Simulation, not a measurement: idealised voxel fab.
process module | voxel ribs on slabs
cross-section cut | 290 nm wide | cells 5 nm
A cross-section is a grid of square cells, given in bands from the top down. A band is one or more rows of cells.
Each band's line starts with the height of the band's top and of its bottom, in nm. Then come its materials from left to right, each with its width in nm. One material with "throughout" fills the band from edge to edge. "air" is empty space.
Height 0 is the level under which the wafer as received is all one material. The lowest band goes on downwards, as in "0 down".
A width such as "30 to 40" changes by the same amount from each row of cells to the next, from the band's top row to its bottom row.
"no change" after a step means that no cell of the cross-section changed.
closed voids: empty space of 8 cells or more with no open way to the top, each as width x height at its distance from the left edge, in nm
after a step's settings: what the simulator itself notes on the step
overlay nm, on a step with a mask: how far to the right of its planned place the mask lay; to the left if negative
plan
1 op RECEIVE | material Si
2 op DIRECTIONAL_DEP | material SiO2 | thk nm 20
3 op DIRECTIONAL_DEP | material polySi | thk nm 15
4 op MASKED_ETCH | tone cover | mask id RIB | width nm 25 | etch materials polySi | depth nm 5 | overlay nm 0
5 op DIRECTIONAL_DEP | material aC | thk nm 10
6 op PATTERN | tone cover | mask id SLAB | material resist | width nm 75 | thk nm 25 | overlay nm 0
7 op DIRECTIONAL_ETCH | etch materials aC | depth nm 10
8 op STRIP | etch materials resist
9 op DIRECTIONAL_ETCH | etch materials polySi | depth nm 10
10 op STRIP | etch materials aC
11 op FILL_DEP | material SiO2 | thk nm 20
12 op CMP | height nm 45
13 op DIRECTIONAL_DEP | material TiN | thk nm 5
14 op DIRECTIONAL_DEP | material aC | thk nm 15
15 op PATTERN | tone cover | mask id HEATER | material resist | width nm 35 | thk nm 35 | overlay nm 0
16 op DIRECTIONAL_ETCH | etch materials aC | depth nm 15
17 op STRIP | etch materials resist
18 op DIRECTIONAL_ETCH | etch materials TiN | depth nm 5
19 op STRIP | etch materials aC
20 op CONFORMAL_DEP | material SiO2 | thk nm 5
as received, after step 1
  0 down: Si throughout
  closed voids: none
a wafer at the end: this start, this plan, one mistake
  55 to 50: air 120 | SiO2 45 | air 125
  50 to 45: SiO2 125 | TiN 35 | SiO2 130
  45 to 40: SiO2 105 | polySi 75 | SiO2 110
  40 to 0: SiO2 throughout
  0 down: Si throughout
  closed voids: none
what went wrong: step 2 was run twice
